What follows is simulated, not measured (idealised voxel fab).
The following is a process module called voxel transistor to metal.
For reference, the cross-section in this document is cut, with width 290 nm and square cells of 5 nm.
Cross-section spec: square-cell grid; bands listed top down; each band is one or more rows. Top, bottom (nm), then materials left to right with widths (nm); lone material tagged "throughout" fills the whole band edge to edge; "blank" = empty space. Heights are reckoned from 0. Under this level, the received wafer is all of one material. The bottommost band is open-ended downward, for example "z 0 and below". Graded width ("30->40"): value in top row of band = first number; value in bottom row = second number; row-to-row change constant. For the purposes of this document, the phrase "no alterations made" attached to a step denotes that no cell within the cross-section was modified by that step. So "Cavities, sealed" is basically the list of trapped voids: any empty space of 8 cells or more that can't reach the top through an opening. They're written width x height at distance, the distance being from the left edge, and it's all nm. On each step's line, the part that comes after the settings is the simulator's own comment on the step. overlay nm: step with mask; distance mask lay right of planned place; negative value = left of planned place. In what follows, pairs of cross-sections are presented, each taken before and after one process step, with the after cross-section shown only down to the lowest band that was altered; the step, together with its settings, is stated below the pair. The pairs may stem from different runs of this module on the same starting wafer; accordingly, a pair should be taken as continuing from the one above it solely where its entry headed "Incoming profile" indicates as much.

-- Incoming profile
* z 15 to 10 = SiO2 throughout
* z 10 to 0 = SiO2 (30); SiN (100); SiO2 (25); SiN (100); SiO2 (35)
* z 0 to -5 = SiO2 throughout
* z -5 to -35 = SiO2 (35); Si (90); SiO2 (35); Si (90); SiO2 (40)
* z -35 and below = Si throughout
* Cavities, sealed: none

-- Post-Process Section
* z 10 to 0 = SiO2 (30); SiN (100); SiO2 (25); SiN (100); SiO2 (35)
* Under the height 0 nothing was changed.
* Cavities, sealed: none
The cross-sections above show the structure before and after this step: CMP (height nm 10)

Incoming profile: Reference is made to the cross-section shown after the step in the pair directly above, which represents the state prior to this step.

-- Post-Process Section
* z 10 to 5 = blank (30); SiN (100); blank (25); SiN (100); blank (35)
* Under the height 5 nothing was changed.
* Cavities, sealed: none
The cross-sections above show the structure before and after this step: SELECTIVE_ETCH (etch materials SiO2; depth nm 5)

Incoming profile: Reference is made to the cross-section shown after the step in the pair directly above, which represents the state prior to this step.

-- Post-Process Section
* z 5 to 0 = SiO2 (30); blank (100); SiO2 (25); blank (100); SiO2 (35)
* Under the height 0 nothing was changed.
* Cavities, sealed: none
The cross-sections above show the structure before and after this step: STRIP (etch materials SiN)

Incoming profile: Reference is made to the cross-section shown after the step in the pair directly above, which represents the state prior to this step.

-- Post-Process Section
* z 0 to -5 = SiO2 (25); blank (110); SiO2 (15); blank (110); SiO2 (30)
* Under the height -5 nothing was changed.
* Cavities, sealed: none
The cross-sections above show the structure before and after this step: SELECTIVE_ETCH (etch materials SiO2; depth nm 5)

Incoming profile: Reference is made to the cross-section shown after the step in the pair directly above, which represents the state prior to this step.

-- Post-Process Section
* z 0 to -5 = SiO2 (25); blank (110); SiO2 (15); blank (110); SiO2 (30)
* z -5 to -10 = SiO2 throughout
* Under the height -10 nothing was changed.
* Cavities, sealed: none
The cross-sections above show the structure before and after this step: OXIDIZE (depth nm 5)

Incoming profile: Reference is made to the cross-section shown after the step in the pair directly above, which represents the state prior to this step.

-- Post-Process Section
* z 30 to 25 = polySi (25); blank (110); polySi (15); blank (110); polySi (30)
* z 25 to 0 = polySi throughout
* z 0 to -5 = SiO2 (25); polySi (110); SiO2 (15); polySi (110); SiO2 (30)
* Under the height -5 nothing was changed.
* Cavities, sealed: none
The cross-sections above show the structure before and after this step: DIRECTIONAL_DEP (material polySi; thk nm 30)

Incoming profile: Reference is made to the cross-section shown after the step in the pair directly above, which represents the state prior to this step.

-- Post-Process Section
* z 40 to 35 = SiCN (25); blank (110); SiCN (15); blank (110); SiCN (30)
* z 35 to 30 = SiCN throughout
* z 30 to 25 = polySi (25); SiCN (110); polySi (15); SiCN (110); polySi (30)
* Under the height 25 nothing was changed.
* Cavities, sealed: none
The cross-sections above show the structure before and after this step: DIRECTIONAL_DEP (material SiCN; thk nm 10)

Incoming profile: Reference is made to the cross-section shown after the step in the pair directly above, which represents the state prior to this step.

-- Post-Process Section
* z 35 to 30 = blank (65); SiCN (30); blank (95); SiCN (30); blank (70)
* z 30 to 25 = polySi (25); blank (40); SiCN (30); blank (40); polySi (15); blank (40); SiCN (30); blank (40); polySi (30)
* Under the height 25 nothing was changed.
* Cavities, sealed: none
The cross-sections above show the structure before and after this step: MASKED_ETCH (tone cover; mask id GATE; width nm 30; pitch nm 125; etch materials SiCN; depth nm 20; overlay nm 0)

Incoming profile: Reference is made to the cross-section shown after the step in the pair directly above, which represents the state prior to this step.

-- Post-Process Section
* z 35 to 25 = blank (65); SiCN (30); blank (95); SiCN (30); blank (70)
* z 25 to 0 = blank (65); polySi (30); blank (95); polySi (30); blank (70)
* z 0 to -5 = SiO2 (25); blank (40); polySi (30); blank (40); SiO2 (15); blank (40); polySi (30); blank (40); SiO2 (30)
* Under the height -5 nothing was changed.
* Cavities, sealed: none
The cross-sections above show the structure before and after this step: MASKED_ETCH (tone cover; mask id GATE; width nm 30; pitch nm 125; etch materials polySi; depth nm 40; overlay nm 0)

Incoming profile: Reference is made to the cross-section shown after the step in the pair directly above, which represents the state prior to this step.

-- Post-Process Section
* z 40 to 35 = blank (60); SiN (40); blank (85); SiN (40); blank (65)
* z 35 to 25 = blank (60); SiN (5); SiCN (30); SiN (5); blank (85); SiN (5); SiCN (30); SiN (5); blank (65)
* z 25 to 5 = blank (60); SiN (5); polySi (30); SiN (5); blank (85); SiN (5); polySi (30); SiN (5); blank (65)
* z 5 to 0 = SiN (30); blank (30); SiN (5); polySi (30); SiN (5); blank (30); SiN (25); blank (30); SiN (5); polySi (30); SiN (5); blank (30); SiN (35)
* z 0 to -5 = SiO2 (25); SiN (40); polySi (30); SiN (40); SiO2 (15); SiN (40); polySi (30); SiN (40); SiO2 (30)
* Under the height -5 nothing was changed.
* Cavities, sealed: none
The cross-sections above show the structure before and after this step: CONFORMAL_DEP (material SiN; thk nm 5)

Incoming profile: Reference is made to the cross-section shown after the step in the pair directly above, which represents the state prior to this step.

-- Post-Process Section
* z 35 to 25 = blank (60); SiN (5); SiCN (30); SiN (5); blank (85); SiN (5); SiCN (30); SiN (5); blank (65)
* z 25 to 0 = blank (60); SiN (5); polySi (30); SiN (5); blank (85); SiN (5); polySi (30); SiN (5); blank (65)
* z 0 to -5 = SiO2 (25); SiN (5); blank (30); SiN (5); polySi (30); SiN (5); blank (30); SiN (5); SiO2 (15); SiN (5); blank (30); SiN (5); polySi (30); SiN (5); blank (30); SiN (5); SiO2 (30)
* Under the height -5 nothing was changed.
* Cavities, sealed: none
The cross-sections above show the structure before and after this step: DIRECTIONAL_ETCH (etch materials SiN; depth nm 5)

Incoming profile: Reference is made to the cross-section shown after the step in the pair directly above, which represents the state prior to this step.

-- Post-Process Section
* z 35 to 25 = blank (60); SiN (5); SiCN (30); SiN (5); blank (85); SiN (5); SiCN (30); SiN (5); blank (65)
* z 25 to 0 = blank (60); SiN (5); polySi (30); SiN (5); blank (85); SiN (5); polySi (30); SiN (5); blank (65)
* z 0 to -5 = blank (25); SiN (5); blank (30); SiN (5); polySi (30); SiN (5); blank (30); SiN (5); blank (15); SiN (5); blank (30); SiN (5); polySi (30); SiN (5); blank (30); SiN (5); blank (30)
* z -5 to -10 = SiO2 (30); blank (30); SiO2 (40); blank (30); SiO2 (25); blank (30); SiO2 (40); blank (30); SiO2 (35)
* Under the height -10 nothing was changed.
* Cavities, sealed: none
The cross-sections above show the structure before and after this step: DIRECTIONAL_ETCH (etch materials SiO2; depth nm 5)

Incoming profile: Reference is made to the cross-section shown after the step in the pair directly above, which represents the state prior to this step.

-- Post-Process Section
* z 35 to 25 = blank (60); SiN (5); SiCN (30); SiN (5); blank (85); SiN (5); SiCN (30); SiN (5); blank (65)
* z 25 to 0 = blank (60); SiN (5); polySi (30); SiN (5); blank (85); SiN (5); polySi (30); SiN (5); blank (65)
* z 0 to -5 = blank (25); SiN (5); blank (30); SiN (5); polySi (30); SiN (5); blank (30); SiN (5); blank (15); SiN (5); blank (30); SiN (5); polySi (30); SiN (5); blank (30); SiN (5); blank (30)
* z -5 to -10 = SiO2 (30); blank (30); SiO2 (40); blank (30); SiO2 (25); blank (30); SiO2 (40); blank (30); SiO2 (35)
* z -10 to -20 = SiO2 (35); blank (25); Si (40); blank (25); SiO2 (35); blank (25); Si (40); blank (25); SiO2 (40)
* Under the height -20 nothing was changed.
* Cavities, sealed: none
The cross-sections above show the structure before and after this step: DIRECTIONAL_ETCH (etch materials Si; depth nm 10)

Incoming profile: Reference is made to the cross-section shown after the step in the pair directly above, which represents the state prior to this step.

-- Post-Process Section
* z 35 to 25 = blank (60); SiN (5); SiCN (30); SiN (5); blank (85); SiN (5); SiCN (30); SiN (5); blank (65)
* z 25 to 0 = blank (60); SiN (5); polySi (30); SiN (5); blank (85); SiN (5); polySi (30); SiN (5); blank (65)
* z 0 to -5 = blank (25); SiN (5); blank (20); SiGe (10); SiN (5); polySi (30); SiN (5); SiGe (10); blank (20); SiN (5); blank (15); SiN (5); blank (20); SiGe (10); SiN (5); polySi (30); SiN (5); SiGe (10); blank (20); SiN (5); blank (30)
* z -5 to -10 = SiO2 (30); blank (20); SiGe (10); SiO2 (40); SiGe (10); blank (20); SiO2 (25); blank (20); SiGe (10); SiO2 (40); SiGe (10); blank (20); SiO2 (35)
* z -10 to -20 = SiO2 (35); SiGe (25); Si (40); SiGe (25); SiO2 (35); SiGe (25); Si (40); SiGe (25); SiO2 (40)
* Under the height -20 nothing was changed.
* Cavities, sealed: none
The cross-sections above show the structure before and after this step: EPI (material SiGe; thk nm 10)

Incoming profile: Reference is made to the cross-section shown after the step in the pair directly above, which represents the state prior to this step.

-- Post-Process Section
* z 40 to 35 = SiO2 throughout
* z 35 to 25 = SiO2 (60); SiN (5); SiCN (30); SiN (5); SiO2 (85); SiN (5); SiCN (30); SiN (5); SiO2 (65)
* z 25 to 0 = SiO2 (60); SiN (5); polySi (30); SiN (5); SiO2 (85); SiN (5); polySi (30); SiN (5); SiO2 (65)
* z 0 to -5 = SiO2 (25); SiN (5); SiO2 (20); SiGe (10); SiN (5); polySi (30); SiN (5); SiGe (10); SiO2 (20); SiN (5); SiO2 (15); SiN (5); SiO2 (20); SiGe (10); SiN (5); polySi (30); SiN (5); SiGe (10); SiO2 (20); SiN (5); SiO2 (30)
* z -5 to -10 = SiO2 (50); SiGe (10); SiO2 (40); SiGe (10); SiO2 (65); SiGe (10); SiO2 (40); SiGe (10); SiO2 (55)
* Under the height -10 nothing was changed.
* Cavities, sealed: none
The cross-sections above show the structure before and after this step: FILL_DEP (material SiO2; thk nm 5)

Incoming profile: Reference is made to the cross-section shown after the step in the pair directly above, which represents the state prior to this step.

-- Post-Process Section
* z 25 to 0 = SiO2 (60); SiN (5); polySi (30); SiN (5); SiO2 (85); SiN (5); polySi (30); SiN (5); SiO2 (65)
* Under the height 0 nothing was changed.
* Cavities, sealed: none
The cross-sections above show the structure before and after this step: CMP (height nm 25)

Incoming profile: Reference is made to the cross-section shown after the step in the pair directly above, which represents the state prior to this step.

-- Post-Process Section
* z 25 to 0 = SiO2 (60); SiN (5); blank (30); SiN (5); SiO2 (85); SiN (5); blank (30); SiN (5); SiO2 (65)
* z 0 to -5 = SiO2 (25); SiN (5); SiO2 (20); SiGe (10); SiN (5); blank (30); SiN (5); SiGe (10); SiO2 (20); SiN (5); SiO2 (15); SiN (5); SiO2 (20); SiGe (10); SiN (5); blank (30); SiN (5); SiGe (10); SiO2 (20); SiN (5); SiO2 (30)
* Under the height -5 nothing was changed.
* Cavities, sealed: none
The cross-sections above show the structure before and after this step: STRIP (etch materials polySi)

Incoming profile: Reference is made to the cross-section shown after the step in the pair directly above, which represents the state prior to this step.

-- Post-Process Section
* z 25 to 20 = blank (60); SiN (5); blank (30); SiN (5); blank (85); SiN (5); blank (30); SiN (5); blank (65)
* z 20 to 0 = SiO2 (60); SiN (5); blank (30); SiN (5); SiO2 (85); SiN (5); blank (30); SiN (5); SiO2 (65)
* z 0 to -5 = SiO2 (25); SiN (5); SiO2 (20); SiGe (10); SiN (5); blank (30); SiN (5); SiGe (10); SiO2 (20); SiN (5); SiO2 (15); SiN (5); SiO2 (20); SiGe (10); SiN (5); blank (30); SiN (5); SiGe (10); SiO2 (20); SiN (5); SiO2 (30)
* z -5 to -10 = SiO2 (50); SiGe (10); blank (40); SiGe (10); SiO2 (65); SiGe (10); blank (40); SiGe (10); SiO2 (55)
* Under the height -10 nothing was changed.
* Cavities, sealed: none
The cross-sections above show the structure before and after this step: SELECTIVE_ETCH (etch materials SiO2; depth nm 5)

Incoming profile: Reference is made to the cross-section shown after the step in the pair directly above, which represents the state prior to this step.

-- Post-Process Section
* z 30 to 25 = blank (55); HfO2 (15); blank (20); HfO2 (15); blank (75); HfO2 (15); blank (20); HfO2 (15); blank (60)
* z 25 to 20 = HfO2 (60); SiN (5); HfO2 (5); blank (20); HfO2 (5); SiN (5); HfO2 (85); SiN (5); HfO2 (5); blank (20); HfO2 (5); SiN (5); HfO2 (65)
* z 20 to 0 = SiO2 (60); SiN (5); HfO2 (5); blank (20); HfO2 (5); SiN (5); SiO2 (85); SiN (5); HfO2 (5); blank (20); HfO2 (5); SiN (5); SiO2 (65)
* z 0 to -5 = SiO2 (25); SiN (5); SiO2 (20); SiGe (10); SiN (5); HfO2 (5); blank (20); HfO2 (5); SiN (5); SiGe (10); SiO2 (20); SiN (5); SiO2 (15); SiN (5); SiO2 (20); SiGe (10); SiN (5); HfO2 (5); blank (20); HfO2 (5); SiN (5); SiGe (10); SiO2 (20); SiN (5); SiO2 (30)
* z -5 to -10 = SiO2 (50); SiGe (10); HfO2 (40); SiGe (10); SiO2 (65); SiGe (10); HfO2 (40); SiGe (10); SiO2 (55)
* Under the height -10 nothing was changed.
* Cavities, sealed: none
The cross-sections above show the structure before and after this step: CONFORMAL_DEP (material HfO2; thk nm 5)

Incoming profile: Reference is made to the cross-section shown after the step in the pair directly above, which represents the state prior to this step.

-- Post-Process Section
* z 35 to 30 = blank (50); TiN (25); blank (10); TiN (25); blank (65); TiN (25); blank (10); TiN (25); blank (55)
* z 30 to 25 = TiN (55); HfO2 (15); TiN (5); blank (10); TiN (5); HfO2 (15); TiN (75); HfO2 (15); TiN (5); blank (10); TiN (5); HfO2 (15); TiN (60)
* z 25 to 20 = HfO2 (60); SiN (5); HfO2 (5); TiN (5); blank (10); TiN (5); HfO2 (5); SiN (5); HfO2 (85); SiN (5); HfO2 (5); TiN (5); blank (10); TiN (5); HfO2 (5); SiN (5); HfO2 (65)
* z 20 to 0 = SiO2 (60); SiN (5); HfO2 (5); TiN (5); blank (10); TiN (5); HfO2 (5); SiN (5); SiO2 (85); SiN (5); HfO2 (5); TiN (5); blank (10); TiN (5); HfO2 (5); SiN (5); SiO2 (65)
* z 0 to -5 = SiO2 (25); SiN (5); SiO2 (20); SiGe (10); SiN (5); HfO2 (5); TiN (20); HfO2 (5); SiN (5); SiGe (10); SiO2 (20); SiN (5); SiO2 (15); SiN (5); SiO2 (20); SiGe (10); SiN (5); HfO2 (5); TiN (20); HfO2 (5); SiN (5); SiGe (10); SiO2 (20); SiN (5); SiO2 (30)
* Under the height -5 nothing was changed.
* Cavities, sealed: none
The cross-sections above show the structure before and after this step: CONFORMAL_DEP (material TiN; thk nm 5)

Incoming profile: Reference is made to the cross-section shown after the step in the pair directly above, which represents the state prior to this step.

-- Post-Process Section
* z 40 to 35 = W throughout
* z 35 to 30 = W (50); TiN (25); W (10); TiN (25); W (65); TiN (25); W (10); TiN (25); W (55)
* z 30 to 25 = TiN (55); HfO2 (15); TiN (5); W (10); TiN (5); HfO2 (15); TiN (75); HfO2 (15); TiN (5); W (10); TiN (5); HfO2 (15); TiN (60)
* z 25 to 20 = HfO2 (60); SiN (5); HfO2 (5); TiN (5); W (10); TiN (5); HfO2 (5); SiN (5); HfO2 (85); SiN (5); HfO2 (5); TiN (5); W (10); TiN (5); HfO2 (5); SiN (5); HfO2 (65)
* z 20 to 0 = SiO2 (60); SiN (5); HfO2 (5); TiN (5); W (10); TiN (5); HfO2 (5); SiN (5); SiO2 (85); SiN (5); HfO2 (5); TiN (5); W (10); TiN (5); HfO2 (5); SiN (5); SiO2 (65)
* Under the height 0 nothing was changed.
* Cavities, sealed: none
The cross-sections above show the structure before and after this step: FILL_DEP (material W; thk nm 5)

Incoming profile: Reference is made to the cross-section shown after the step in the pair directly above, which represents the state prior to this step.

-- Post-Process Section
* z 20 to 0 = SiO2 (60); SiN (5); HfO2 (5); TiN (5); W (10); TiN (5); HfO2 (5); SiN (5); SiO2 (85); SiN (5); HfO2 (5); TiN (5); W (10); TiN (5); HfO2 (5); SiN (5); SiO2 (65)
* Under the height 0 nothing was changed.
* Cavities, sealed: none
The cross-sections above show the structure before and after this step: CMP (height nm 20)

Incoming profile: Reference is made to the cross-section shown after the step in the pair directly above, which represents the state prior to this step.

-- Post-Process Section
* z 30 to 20 = SiO2 throughout
* Under the height 20 nothing was changed.
* Cavities, sealed: none
The cross-sections above show the structure before and after this step: DIRECTIONAL_DEP (material SiO2; thk nm 10)

Incoming profile: Reference is made to the cross-section shown after the step in the pair directly above, which represents the state prior to this step.

-- Post-Process Section
* z 45 to 30 = aC throughout
* Under the height 30 nothing was changed.
* Cavities, sealed: none
The cross-sections above show the structure before and after this step: DIRECTIONAL_DEP (material aC; thk nm 15)

Incoming profile: Reference is made to the cross-section shown after the step in the pair directly above, which represents the state prior to this step.

-- Post-Process Section
* z 75 to 45 = resist (35); blank (15); resist (60); blank (15); resist (35); blank (15); resist (60); blank (15); resist (40)
* Under the height 45 nothing was changed.
* Cavities, sealed: none
The cross-sections above show the structure before and after this step: PATTERN (tone open; mask id CONTACT; material resist; width nm 15; thk nm 30; overlay nm 0)

Incoming profile: Reference is made to the cross-section shown after the step in the pair directly above, which represents the state prior to this step.

-- Post-Process Section
* z 60 to 45 = resist (35); blank (15); resist (60); blank (15); resist (35); blank (15); resist (60); blank (15); resist (40)
* z 45 to 30 = aC (35); blank (15); aC (60); blank (15); aC (35); blank (15); aC (60); blank (15); aC (40)
* Under the height 30 nothing was changed.
* Cavities, sealed: none
The cross-sections above show the structure before and after this step: DIRECTIONAL_ETCH (etch materials aC; depth nm 15)

Incoming profile: Reference is made to the cross-section shown after the step in the pair directly above, which represents the state prior to this step.

-- Post-Process Section
* z 45 to 30 = aC (35); blank (15); aC (60); blank (15); aC (35); blank (15); aC (60); blank (15); aC (40)
* Under the height 30 nothing was changed.
* Cavities, sealed: none
The cross-sections above show the structure before and after this step: STRIP (etch materials resist)

Incoming profile: Reference is made to the cross-section shown after the step in the pair directly above, which represents the state prior to this step.

-- Post-Process Section
* z 45 to 30 = aC (35); blank (15); aC (60); blank (15); aC (35); blank (15); aC (60); blank (15); aC (40)
* z 30 to 20 = SiO2 (35); blank (15); SiO2 (60); blank (15); SiO2 (35); blank (15); SiO2 (60); blank (15); SiO2 (40)
* z 20 to 0 = SiO2 (35); blank (15); SiO2 (10); SiN (5); HfO2 (5); TiN (5); W (10); TiN (5); HfO2 (5); SiN (5); SiO2 (10); blank (15); SiO2 (35); blank (15); SiO2 (10); SiN (5); HfO2 (5); TiN (5); W (10); TiN (5); HfO2 (5); SiN (5); SiO2 (10); blank (15); SiO2 (40)
* z 0 to -5 = SiO2 (25); SiN (5); SiO2 (5); blank (15); SiGe (10); SiN (5); HfO2 (5); TiN (20); HfO2 (5); SiN (5); SiGe (10); blank (15); SiO2 (5); SiN (5); SiO2 (15); SiN (5); SiO2 (5); blank (15); SiGe (10); SiN (5); HfO2 (5); TiN (20); HfO2 (5); SiN (5); SiGe (10); blank (15); SiO2 (5); SiN (5); SiO2 (30)
* z -5 to -10 = SiO2 (35); blank (15); SiGe (10); HfO2 (40); SiGe (10); blank (15); SiO2 (35); blank (15); SiGe (10); HfO2 (40); SiGe (10); blank (15); SiO2 (40)
* Under the height -10 nothing was changed.
* Cavities, sealed: none
The cross-sections above show the structure before and after this step: DIRECTIONAL_ETCH (etch materials SiO2; depth nm 40)

Incoming profile: Reference is made to the cross-section shown after the step in the pair directly above, which represents the state prior to this step.

-- Post-Process Section
* z 30 to 20 = SiO2 (35); blank (15); SiO2 (60); blank (15); SiO2 (35); blank (15); SiO2 (60); blank (15); SiO2 (40)
* Under the height 20 nothing was changed.
* Cavities, sealed: none
The cross-sections above show the structure before and after this step: STRIP (etch materials aC)

Incoming profile: Reference is made to the cross-section shown after the step in the pair directly above, which represents the state prior to this step.

-- Post-Process Section
* z 35 to 30 = TiN (40); blank (5); TiN (70); blank (5); TiN (45); blank (5); TiN (70); blank (5); TiN (45)
* z 30 to 20 = SiO2 (35); TiN (5); blank (5); TiN (5); SiO2 (60); TiN (5); blank (5); TiN (5); SiO2 (35); TiN (5); blank (5); TiN (5); SiO2 (60); TiN (5); blank (5); TiN (5); SiO2 (40)
* z 20 to 0 = SiO2 (35); TiN (5); blank (5); TiN (5); SiO2 (10); SiN (5); HfO2 (5); TiN (5); W (10); TiN (5); HfO2 (5); SiN (5); SiO2 (10); TiN (5); blank (5); TiN (5); SiO2 (35); TiN (5); blank (5); TiN (5); SiO2 (10); SiN (5); HfO2 (5); TiN (5); W (10); TiN (5); HfO2 (5); SiN (5); SiO2 (10); TiN (5); blank (5); TiN (5); SiO2 (40)
* z 0 to -5 = SiO2 (25); SiN (5); SiO2 (5); TiN (5); blank (5); TiN (5); SiGe (10); SiN (5); HfO2 (5); TiN (20); HfO2 (5); SiN (5); SiGe (10); TiN (5); blank (5); TiN (5); SiO2 (5); SiN (5); SiO2 (15); SiN (5); SiO2 (5); TiN (5); blank (5); TiN (5); SiGe (10); SiN (5); HfO2 (5); TiN (20); HfO2 (5); SiN (5); SiGe (10); TiN (5); blank (5); TiN (5); SiO2 (5); SiN (5); SiO2 (30)
* z -5 to -10 = SiO2 (35); TiN (15); SiGe (10); HfO2 (40); SiGe (10); TiN (15); SiO2 (35); TiN (15); SiGe (10); HfO2 (40); SiGe (10); TiN (15); SiO2 (40)
* Under the height -10 nothing was changed.
* Cavities, sealed: none
The cross-sections above show the structure before and after this step: CONFORMAL_DEP (material TiN; thk nm 5)

Incoming profile: Reference is made to the cross-section shown after the step in the pair directly above, which represents the state prior to this step.

-- Post-Process Section
* z 40 to 35 = Ru throughout
* z 35 to 30 = TiN (40); Ru (5); TiN (70); Ru (5); TiN (45); Ru (5); TiN (70); Ru (5); TiN (45)
* z 30 to 20 = SiO2 (35); TiN (5); Ru (5); TiN (5); SiO2 (60); TiN (5); Ru (5); TiN (5); SiO2 (35); TiN (5); Ru (5); TiN (5); SiO2 (60); TiN (5); Ru (5); TiN (5); SiO2 (40)
* z 20 to 0 = SiO2 (35); TiN (5); Ru (5); TiN (5); SiO2 (10); SiN (5); HfO2 (5); TiN (5); W (10); TiN (5); HfO2 (5); SiN (5); SiO2 (10); TiN (5); Ru (5); TiN (5); SiO2 (35); TiN (5); Ru (5); TiN (5); SiO2 (10); SiN (5); HfO2 (5); TiN (5); W (10); TiN (5); HfO2 (5); SiN (5); SiO2 (10); TiN (5); Ru (5); TiN (5); SiO2 (40)
* z 0 to -5 = SiO2 (25); SiN (5); SiO2 (5); TiN (5); Ru (5); TiN (5); SiGe (10); SiN (5); HfO2 (5); TiN (20); HfO2 (5); SiN (5); SiGe (10); TiN (5); Ru (5); TiN (5); SiO2 (5); SiN (5); SiO2 (15); SiN (5); SiO2 (5); TiN (5); Ru (5); TiN (5); SiGe (10); SiN (5); HfO2 (5); TiN (20); HfO2 (5); SiN (5); SiGe (10); TiN (5); Ru (5); TiN (5); SiO2 (5); SiN (5); SiO2 (30)
* Under the height -5 nothing was changed.
* Cavities, sealed: none
The cross-sections above show the structure before and after this step: FILL_DEP (material Ru; thk nm 5)

Incoming profile: Reference is made to the cross-section shown after the step in the pair directly above, which represents the state prior to this step.

-- Post-Process Section
* z 30 to 20 = SiO2 (35); TiN (5); Ru (5); TiN (5); SiO2 (60); TiN (5); Ru (5); TiN (5); SiO2 (35); TiN (5); Ru (5); TiN (5); SiO2 (60); TiN (5); Ru (5); TiN (5); SiO2 (40)
* Under the height 20 nothing was changed.
* Cavities, sealed: none
The cross-sections above show the structure before and after this step: CMP (height nm 30)

Incoming profile: Reference is made to the cross-section shown after the step in the pair directly above, which represents the state prior to this step.

-- Post-Process Section
* z 35 to 30 = SiN throughout
* Under the height 30 nothing was changed.
* Cavities, sealed: none
The cross-sections above show the structure before and after this step: CONFORMAL_DEP (material SiN; thk nm 5)

Incoming profile: Reference is made to the cross-section shown after the step in the pair directly above, which represents the state prior to this step.

-- Post-Process Section
* z 60 to 35 = lowk throughout
* Under the height 35 nothing was changed.
* Cavities, sealed: none
The cross-sections above show the structure before and after this step: DIRECTIONAL_DEP (material lowk; thk nm 25)

Incoming profile: Reference is made to the cross-section shown after the step in the pair directly above, which represents the state prior to this step.

-- Post-Process Section
* z 80 to 60 = resist (35); blank (15); resist (60); blank (15); resist (35); blank (15); resist (60); blank (15); resist (40)
* Under the height 60 nothing was changed.
* Cavities, sealed: none
The cross-sections above show the structure before and after this step: PATTERN (tone open; mask id METAL_1; material resist; width nm 15; thk nm 20; overlay nm 0)

Incoming profile: Reference is made to the cross-section shown after the step in the pair directly above, which represents the state prior to this step.

-- Post-Process Section
* z 80 to 60 = resist (35); blank (15); resist (60); blank (15); resist (35); blank (15); resist (60); blank (15); resist (40)
* z 60 to 35 = lowk (35); blank (15); lowk (60); blank (15); lowk (35); blank (15); lowk (60); blank (15); lowk (40)
* Under the height 35 nothing was changed.
* Cavities, sealed: none
The cross-sections above show the structure before and after this step: DIRECTIONAL_ETCH (etch materials lowk; depth nm 25)

Incoming profile: Reference is made to the cross-section shown after the step in the pair directly above, which represents the state prior to this step.

-- Post-Process Section
* z 80 to 60 = resist (35); blank (15); resist (60); blank (15); resist (35); blank (15); resist (60); blank (15); resist (40)
* z 60 to 35 = lowk (35); blank (15); lowk (60); blank (15); lowk (35); blank (15); lowk (60); blank (15); lowk (40)
* z 35 to 30 = SiN (35); blank (15); SiN (60); blank (15); SiN (35); blank (15); SiN (60); blank (15); SiN (40)
* Under the height 30 nothing was changed.
* Cavities, sealed: none
The cross-sections above show the structure before and after this step: DIRECTIONAL_ETCH (etch materials SiN; depth nm 5)

Incoming profile: Reference is made to the cross-section shown after the step in the pair directly above, which represents the state prior to this step.

-- Post-Process Section
* z 60 to 35 = lowk (35); blank (15); lowk (60); blank (15); lowk (35); blank (15); lowk (60); blank (15); lowk (40)
* Under the height 35 nothing was changed.
* Cavities, sealed: none
The cross-sections above show the structure before and after this step: STRIP (etch materials resist)

Incoming profile: Reference is made to the cross-section shown after the step in the pair directly above, which represents the state prior to this step.

-- Post-Process Section
* z 65 to 60 = TiN (40); blank (5); TiN (70); blank (5); TiN (45); blank (5); TiN (70); blank (5); TiN (45)
* z 60 to 35 = lowk (35); TiN (5); blank (5); TiN (5); lowk (60); TiN (5); blank (5); TiN (5); lowk (35); TiN (5); blank (5); TiN (5); lowk (60); TiN (5); blank (5); TiN (5); lowk (40)
* z 35 to 30 = SiN (35); TiN (15); SiN (60); TiN (15); SiN (35); TiN (15); SiN (60); TiN (15); SiN (40)
* Under the height 30 nothing was changed.
* Cavities, sealed: none
The cross-sections above show the structure before and after this step: CONFORMAL_DEP (material TiN; thk nm 5)

Incoming profile: Reference is made to the cross-section shown after the step in the pair directly above, which represents the state prior to this step.

-- Post-Process Section
* z 70 to 65 = Cu throughout
* z 65 to 60 = TiN (40); Cu (5); TiN (70); Cu (5); TiN (45); Cu (5); TiN (70); Cu (5); TiN (45)
* z 60 to 35 = lowk (35); TiN (5); Cu (5); TiN (5); lowk (60); TiN (5); Cu (5); TiN (5); lowk (35); TiN (5); Cu (5); TiN (5); lowk (60); TiN (5); Cu (5); TiN (5); lowk (40)
* Under the height 35 nothing was changed.
* Cavities, sealed: none
The cross-sections above show the structure before and after this step: FILL_DEP (material Cu; thk nm 5)

Incoming profile: Reference is made to the cross-section shown after the step in the pair directly above, which represents the state prior to this step.

-- Post-Process Section
* z 60 to 35 = lowk (35); TiN (5); Cu (5); TiN (5); lowk (60); TiN (5); Cu (5); TiN (5); lowk (35); TiN (5); Cu (5); TiN (5); lowk (60); TiN (5); Cu (5); TiN (5); lowk (40)
* Under the height 35 nothing was changed.
* Cavities, sealed: none
The cross-sections above show the structure before and after this step: CMP (height nm 60)

Incoming profile: Reference is made to the cross-section shown after the step in the pair directly above, which represents the state prior to this step.

-- Post-Process Section
* z 65 to 60 = SiN throughout
* Under the height 60 nothing was changed.
* Cavities, sealed: none
The cross-sections above show the structure before and after this step: CONFORMAL_DEP (material SiN; thk nm 5)

-- Incoming profile
* z 20 to 10 = aC throughout
* z 10 to 0 = SiN throughout
* z 0 to -5 = SiO2 throughout
* z -5 and below = Si throughout
* Cavities, sealed: none

-- Post-Process Section
* z 50 to 20 = blank (25); resist (110); blank (15); resist (110); blank (30)
* Under the height 20 nothing was changed.
* Cavities, sealed: none
The cross-sections above show the structure before and after this step: PATTERN (tone cover; mask id ACTIVE; material resist; width nm 110; pitch nm 125; thk nm 30; overlay nm 0)

Incoming profile: Reference is made to the cross-section shown after the step in the pair directly above, which represents the state prior to this step.

-- Post-Process Section
* z 40 to 20 = blank (25); resist (110); blank (15); resist (110); blank (30)
* z 20 to 10 = blank (25); aC (110); blank (15); aC (110); blank (30)
* Under the height 10 nothing was changed.
* Cavities, sealed: none
The cross-sections above show the structure before and after this step: DIRECTIONAL_ETCH (etch materials aC; depth nm 10)

Incoming profile: Reference is made to the cross-section shown after the step in the pair directly above, which represents the state prior to this step.

-- Post-Process Section
* z 20 to 10 = blank (25); aC (110); blank (15); aC (110); blank (30)
* Under the height 10 nothing was changed.
* Cavities, sealed: none
The cross-sections above show the structure before and after this step: STRIP (etch materials resist)

Incoming profile: Reference is made to the cross-section shown after the step in the pair directly above, which represents the state prior to this step.

-- Post-Process Section
* z 20 to 10 = blank (25); aC (110); blank (15); aC (110); blank (30)
* z 10 to 0 = blank (25); SiN (110); blank (15); SiN (110); blank (30)
* Under the height 0 nothing was changed.
* Cavities, sealed: none
The cross-sections above show the structure before and after this step: DIRECTIONAL_ETCH (etch materials SiN; depth nm 10)
